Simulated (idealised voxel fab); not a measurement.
The process module presented herein is designated voxel fin reveal.
It is cross-section cut that appears here, measuring 160 nm in width, its square cells being 5 nm in size.
Heads up, the way a cross-section reads in here is a grid of square cells, handed over as bands from the top down, with every band being one or more rows of cells.
What a band's entry tells you: where the top is and where the bottom is, as heights in nm, and after that what lies inside, material by material from left to right, each with its width in nm. Empty space is written as the word "air", and a single material marked with the word "everywhere" occupies the band from edge to edge.
Heads up on the height convention: 0 is the point under which the incoming wafer is all one material, and the lowest band has no bottom, it just keeps going down, like "0 -> down".
The notation "30 to 40" denotes a width that varies across the rows of cells in the band, beginning at the first number in the top row, finishing at the second number in the bottom row, and changing by an identical amount from each row to the next.
Basically "left unchanged" means that step didn't change any cell in the cross-section.
"Voids, fully enclosed": empty spaces of 8 cells or more with no open way to the top, each given as width x height at distance, distance from the left edge, all in nm.
What comes after the settings on a step's line is commentary from the simulator itself on that step.
overlay nm: for a step with a mask, the amount by which the mask lay right of where it was planned; a negative amount means left of it.

**Planned step list for the process**
1 RECEIVE,material Si
2 CONFORMAL_DEP,material SiN,thk nm 5
3 DIRECTIONAL_DEP,material aC,thk nm 15
4 PATTERN,tone cover,mask id FINS,material resist,width nm 15,pitch nm 35,thk nm 35,overlay nm 0
5 DIRECTIONAL_ETCH,etch materials aC,depth nm 15
6 STRIP,etch materials resist
7 DIRECTIONAL_ETCH,etch materials SiN,depth nm 5
8 DIRECTIONAL_ETCH,etch materials Si,depth nm 30
9 STRIP,etch materials aC
10 OXIDIZE,depth nm 5
11 FILL_DEP,material SiO2,thk nm 10
12 CMP,height nm 5
13 SELECTIVE_ETCH,etch materials SiO2,depth nm 15
14 STRIP,etch materials SiN
15 CONFORMAL_DEP,material SiO2,thk nm 5

**This is the cross-section of the wafer as we received it, i.e. after step 1**
    0 -> down | Si everywhere
    Voids, fully enclosed: none

**End-of-module XS, first of two wafers, run as planned**
    5 -> 0 | air 20 | SiO2 15 | air 20 | SiO2 15 | air 20 | SiO2 15 | air 20 | SiO2 15 | air 20
    0 -> -5 | air 20 | SiO2 5 | Si 5 | SiO2 5 | air 20 | SiO2 5 | Si 5 | SiO2 5 | air 20 | SiO2 5 | Si 5 | SiO2 5 | air 20 | SiO2 5 | Si 5 | SiO2 5 | air 20
    -5 -> -35 | SiO2 25 | Si 5 | SiO2 30 | Si 5 | SiO2 30 | Si 5 | SiO2 30 | Si 5 | SiO2 25
    -35 -> down | Si everywhere
    Voids, fully enclosed: none

**Wafer two, end of module, cross-section. Same start, same plan as wafer one. One mistake in the run**
    5 -> 0 | air 20 | SiO2 15 | air 20 | SiO2 15 | air 20 | SiO2 15 | air 20 | SiO2 15 | air 20
    0 -> -20 | air 20 | SiO2 5 | Si 5 | SiO2 5 | air 20 | SiO2 5 | Si 5 | SiO2 5 | air 20 | SiO2 5 | Si 5 | SiO2 5 | air 20 | SiO2 5 | Si 5 | SiO2 5 | air 20
    -20 -> -35 | SiO2 25 | Si 5 | SiO2 30 | Si 5 | SiO2 30 | Si 5 | SiO2 30 | Si 5 | SiO2 25
    -35 -> down | Si everywhere
    Voids, fully enclosed: none
Which mistake was made when the wafer was run? yeah, plan step 13 got run twice
End of process, cell counts, second wafer against first, materials with more or fewer: -60 SiO2
